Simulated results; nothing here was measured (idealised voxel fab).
Presented below is a process module, voxel capacitor over wiring.
The figure presents cross-section cut, which has a width of 260 nm and is divided into square cells with an edge length of 5 nm.
In what follows, cross-sections appear as grids of square cells, described through bands that run from the top down, where every band is one or more rows of cells. In this notation a band is specified by the heights of its top and bottom, in that order and in nm, after which its materials appear from left to right, each paired with its width in nm. The word "edge to edge" attached to a single material means that material fills the band from edge to edge; the word "empty" stands for empty space. Convention: height 0 is the level below which the wafer, as received, is all one material. The lowest band does not terminate at the bottom but continues downward, represented as "0 down". The notation "30 to 40" denotes a width that varies across the rows of cells in the band, beginning at the first number in the top row, finishing at the second number in the bottom row, and changing by an identical amount from each row to the next. Reading "no change" for a step: not a cell of the cross-section changed in it. "Closed void list" - sealed voids, min. 8 cells, no opening to top; format: width x height at distance (distance from left edge; nm throughout). That trailing text on a step's line, after the settings, is the simulator's own remark on the step. overlay nm: where the mask lay relative to plan, measured to the right, on steps with a mask; negatives go left.
-- plan
1 RECEIVE | material Si
2 CONFORMAL_DEP | material SiO2 | thk nm 10
3 CONFORMAL_DEP | material SiN | thk nm 5
4 DIRECTIONAL_DEP | material lowk | thk nm 25
5 DIRECTIONAL_DEP | material aC | thk nm 15
6 PATTERN | tone open | mask id METAL_1 | material resist | width nm 20 | pitch nm 80 | thk nm 30 | overlay nm 0
7 DIRECTIONAL_ETCH | etch materials aC | depth nm 15
8 STRIP | etch materials resist
9 DIRECTIONAL_ETCH | etch materials lowk | depth nm 25
10 DIRECTIONAL_ETCH | etch materials SiN | depth nm 5
11 STRIP | etch materials aC
12 CONFORMAL_DEP | material TiN | thk nm 5
13 FILL_DEP | material Cu | thk nm 5
14 CMP | height nm 40
15 CONFORMAL_DEP | material SiCN | thk nm 5
16 DIRECTIONAL_DEP | material SiO2 | thk nm 20
17 PATTERN | tone open | mask id PLUG_1 | material resist | width nm 15 | thk nm 20 | overlay nm 0
18 DIRECTIONAL_ETCH | etch materials SiO2 | depth nm 20
19 DIRECTIONAL_ETCH | etch materials SiCN | depth nm 5
20 STRIP | etch materials resist
21 EPI | material Ru | thk nm 10
22 EPI | material Ru | thk nm 10
23 EPI | material Ru | thk nm 5
24 DIRECTIONAL_DEP | material TiN | thk nm 5
25 DIRECTIONAL_DEP | material Al2O3 | thk nm 5
26 DIRECTIONAL_DEP | material TiN | thk nm 5
27 PATTERN | tone cover | mask id UPPER_PLATE | material resist | width nm 65 | thk nm 20 | overlay nm 0
28 DIRECTIONAL_ETCH | etch materials TiN | depth nm 5
29 DIRECTIONAL_ETCH | etch materials Al2O3 | depth nm 5
30 STRIP | etch materials resist
31 DIRECTIONAL_DEP | material aC | thk nm 10
32 PATTERN | tone cover | mask id LOWER_PLATE | material resist | width nm 75 | thk nm 25 | overlay nm 0
33 DIRECTIONAL_ETCH | etch materials aC | depth nm 10
34 STRIP | etch materials resist
35 DIRECTIONAL_ETCH | etch materials TiN | depth nm 5
36 STRIP | etch materials aC
37 FILL_DEP | material SiO2 | thk nm 20
38 CMP | height nm 95
39 DIRECTIONAL_DEP | material aC | thk nm 15
40 PATTERN | tone open | mask id PLUG_2 | material resist | width nm 15 | thk nm 30 | overlay nm 0
41 DIRECTIONAL_ETCH | etch materials aC | depth nm 15
42 STRIP | etch materials resist
43 DIRECTIONAL_ETCH | etch materials SiO2 | depth nm 15
44 STRIP | etch materials aC
45 CONFORMAL_DEP | material TiN | thk nm 5
46 FILL_DEP | material Cu | thk nm 10
47 CMP | height nm 95
48 CONFORMAL_DEP | material SiN | thk nm 5
-- Delivered wafer in cross-section: state after step 1
* 0 down  Si edge to edge
* Closed void list: none
-- Cross-section: first of two wafers, module finished, run according to plan
* 100 to 95  SiN edge to edge
* 95 to 85  SiO2 95 nm; TiN 5 nm; Cu 5 nm; TiN 5 nm; SiO2 150 nm
* 85 to 75  SiO2 95 to 85 nm; TiN 15 to 65 nm; SiO2 150 to 110 nm
* 75 to 70  SiO2 85 nm; Al2O3 65 nm; SiO2 110 nm
* 70 to 65  SiO2 80 nm; TiN 75 nm; SiO2 105 nm
* 65 to 45  SiO2 85 nm; Ru 15 nm; SiO2 160 nm
* 45 to 40  SiCN 85 nm; Ru 15 nm; SiCN 160 nm
* 40 to 15  lowk 80 nm; TiN 5 nm; Cu 10 nm; TiN 5 nm; lowk 60 nm; TiN 5 nm; Cu 10 nm; TiN 5 nm; lowk 80 nm
* 15 to 10  SiN 80 nm; TiN 20 nm; SiN 60 nm; TiN 20 nm; SiN 80 nm
* 10 to 0  SiO2 edge to edge
* 0 down  Si edge to edge
* Closed void list: none
-- Second wafer through the module, sectioned at the end: same beginning and same plan as the first wafer, with one mistake in carrying it out
* 100 to 95  SiN edge to edge
* 95 to 85  SiO2 95 nm; TiN 5 nm; Cu 5 nm; TiN 5 nm; SiO2 150 nm
* 85 to 75  SiO2 95 to 100 nm; TiN 15 to 50 nm; SiO2 150 to 110 nm
* 75 to 70  SiO2 100 nm; Al2O3 50 nm; SiO2 110 nm
* 70 to 65  SiO2 80 nm; TiN 75 nm; SiO2 105 nm
* 65 to 60  SiO2 85 nm; Al2O3 15 nm; SiO2 160 nm
* 60 to 55  SiO2 85 nm; TiN 15 nm; SiO2 160 nm
* 55 to 45  SiO2 85 nm; Ru 15 nm; SiO2 160 nm
* 45 to 40  SiCN 85 nm; Ru 15 nm; SiCN 160 nm
* 40 to 15  lowk 80 nm; TiN 5 nm; Cu 10 nm; TiN 5 nm; lowk 60 nm; TiN 5 nm; Cu 10 nm; TiN 5 nm; lowk 80 nm
* 15 to 10  SiN 80 nm; TiN 20 nm; SiN 60 nm; TiN 20 nm; SiN 80 nm
* 10 to 0  SiO2 edge to edge
* 0 down  Si edge to edge
* Closed void list: none
What broke from the plan during processing? one of the like steps 21 and 22 was not carried out, but which of them is unknowable
at the end the second wafer has, in cells: -6 Ru | +6 SiO2
